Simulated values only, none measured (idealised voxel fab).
Module name: voxel released beams (process module)
Cross-section cut spans 170 nm and uses square cells 5 nm in size.
Heads up, the way a cross-section reads in here is a grid of square cells, handed over as bands from the top down, with every band being one or more rows of cells.
Heads up on the band format: heights come first, top then bottom, in nm. After that it's the materials left to right, each with its width in nm. A single material flagged "edge to edge" fills the whole band edge to edge, and "empty" means there's empty space there.
Heights from 0 (as-received wafer is one material below). Bottom band endless downward, as "from 0 down".
A width such as "30..40" changes by the same amount from each row of cells to the next, from the band's top row to its bottom row.
Where a step carries "no alterations made", the cross-section came out of it unchanged, cell for cell.
Enclosed voids (no open way to top), threshold 8 cells or more, entry "Entrapped void list", notation width x height at distance, distance from left edge, nm.
Where a step's line continues beyond its settings, the continuation is a remark by the simulator itself on that step.
When a step includes a mask, the "overlay nm" setting on its line states how far to the right of its planned place that mask lay, and negative values state how far to the left.
The planned process steps are enumerated hereunder
1) RECEIVE [material Si]
2) CONFORMAL_DEP [material SiN] [thk nm 5]
3) DIRECTIONAL_DEP [material SiO2] [thk nm 10]
4) DIRECTIONAL_DEP [material aC] [thk nm 10]
5) PATTERN [tone open] [mask id ANCHOR] [material resist] [width nm 25] [thk nm 25] [overlay nm 0]
6) DIRECTIONAL_ETCH [etch materials aC] [depth nm 10]
7) STRIP [etch materials resist]
8) DIRECTIONAL_ETCH [etch materials SiO2] [depth nm 10]
9) STRIP [etch materials aC]
10) CONFORMAL_DEP [material TiN] [thk nm 10]
11) DIRECTIONAL_DEP [material aC] [thk nm 15]
12) PATTERN [tone cover] [mask id BEAM] [material resist] [width nm 85] [thk nm 35] [overlay nm 0]
13) DIRECTIONAL_ETCH [etch materials aC] [depth nm 15]
14) STRIP [etch materials resist]
15) DIRECTIONAL_ETCH [etch materials TiN] [depth nm 10]
16) STRIP [etch materials aC]
17) STRIP [etch materials SiO2]
First of two wafers, processed according to plan
Cross-sectional view of the wafer in its as-received condition, corresponding to the state after step 1
    from 0 down: Si edge to edge
    Entrapped void list: none
After step 2: wafer cross-section
    from 5 to 0: SiN edge to edge
    Note: structure below 0 unchanged.
After step 3: wafer cross-section
    from 15 to 5: SiO2 edge to edge
    Note: structure below 5 unchanged.
After step 4: wafer cross-section
    from 25 to 15: aC edge to edge
    Note: structure below 15 unchanged.
After step 5: wafer cross-section
    from 50 to 25: resist 45 nm | empty 25 nm | resist 100 nm
    Note: structure below 25 unchanged.
After step 6: wafer cross-section
    from 40 to 25: resist 45 nm | empty 25 nm | resist 100 nm
    from 25 to 15: aC 45 nm | empty 25 nm | aC 100 nm
    Note: structure below 15 unchanged.
After step 7: wafer cross-section
    from 25 to 15: aC 45 nm | empty 25 nm | aC 100 nm
    Note: structure below 15 unchanged.
After step 8: wafer cross-section
    from 25 to 15: aC 45 nm | empty 25 nm | aC 100 nm
    from 15 to 5: SiO2 45 nm | empty 25 nm | SiO2 100 nm
    Note: structure below 5 unchanged.
After step 9: wafer cross-section
    from 15 to 5: SiO2 45 nm | empty 25 nm | SiO2 100 nm
    Note: structure below 5 unchanged.
After step 10: wafer cross-section
    from 25 to 15: TiN 55 nm | empty 5 nm | TiN 110 nm
    from 15 to 5: SiO2 45 nm | TiN 25 nm | SiO2 100 nm
    Note: structure below 5 unchanged.
After step 11: wafer cross-section
    from 40 to 30: aC 55 nm | empty 5 nm | aC 110 nm
    from 30 to 25: aC edge to edge
    from 25 to 15: TiN 55 nm | aC 5 nm | TiN 110 nm
    Note: structure below 15 unchanged.
After step 12: wafer cross-section
    from 75 to 40: empty 40 nm | resist 85 nm | empty 45 nm
    from 40 to 30: aC 55 nm | resist 5 nm | aC 110 nm
    Note: structure below 30 unchanged.
After step 13: wafer cross-section
    from 60 to 40: empty 40 nm | resist 85 nm | empty 45 nm
    from 40 to 30: empty 40 nm | aC 15 nm | resist 5 nm | aC 65 nm | empty 45 nm
    from 30 to 25: empty 40 nm | aC 85 nm | empty 45 nm
    Note: structure below 25 unchanged.
After step 14: wafer cross-section
    from 40 to 30: empty 40 nm | aC 15 nm | empty 5 nm | aC 65 nm | empty 45 nm
    Note: structure below 30 unchanged.
After step 15: wafer cross-section
    from 40 to 30: empty 40 nm | aC 15 nm | empty 5 nm | aC 65 nm | empty 45 nm
    from 30 to 25: empty 40 nm | aC 85 nm | empty 45 nm
    from 25 to 15: empty 40 nm | TiN 15 nm | aC 5 nm | TiN 65 nm | empty 45 nm
    Note: structure below 15 unchanged.
After step 16: wafer cross-section
    from 25 to 15: empty 40 nm | TiN 15 nm | empty 5 nm | TiN 65 nm | empty 45 nm
    Note: structure below 15 unchanged.
After step 17: wafer cross-section
    from 25 to 15: empty 40 nm | TiN 15 nm | empty 5 nm | TiN 65 nm | empty 45 nm
    from 15 to 5: empty 45 nm | TiN 25 nm | empty 100 nm
    Note: structure below 5 unchanged.
Second wafer. Start and plan as for the first. One mistake made in running. Agrees with the first up to and including step 9
Cross-sectional view of the second wafer at the intended end time of process step 10
    from 30 to 15: TiN edge to edge
    from 15 to 5: SiO2 45 nm | TiN 25 nm | SiO2 100 nm
    Note: structure below 5 unchanged.
Cross-sectional view of the second wafer at the intended end time of process step 11
    from 45 to 30: aC edge to edge
    Note: structure below 30 unchanged.
Cross-sectional view of the second wafer at the intended end time of process step 12
    from 80 to 45: empty 40 nm | resist 85 nm | empty 45 nm
    Note: structure below 45 unchanged.
Cross-sectional view of the second wafer at the intended end time of process step 13
    from 65 to 45: empty 40 nm | resist 85 nm | empty 45 nm
    from 45 to 30: empty 40 nm | aC 85 nm | empty 45 nm
    Note: structure below 30 unchanged.
Cross-sectional view of the second wafer at the intended end time of process step 14
    from 45 to 30: empty 40 nm | aC 85 nm | empty 45 nm
    Note: structure below 30 unchanged.
Cross-sectional view of the second wafer at the intended end time of process step 15
    from 45 to 30: empty 40 nm | aC 85 nm | empty 45 nm
    from 30 to 20: empty 40 nm | TiN 85 nm | empty 45 nm
    Note: structure below 20 unchanged.
Cross-sectional view of the second wafer at the intended end time of process step 16
    from 30 to 20: empty 40 nm | TiN 85 nm | empty 45 nm
    Note: structure below 20 unchanged.
Cross-sectional view of the second wafer at the intended end time of process step 17: no alterations made
Run error: contrary to plan, step 10 was performed as CONFORMAL_DEP [material TiN] [thk nm 15]
It is noted that, at the conclusion of processing, the second wafer exhibits a higher or lower cell count for certain materials relative to the first: SiO2: 58 more, TiN: 36 more
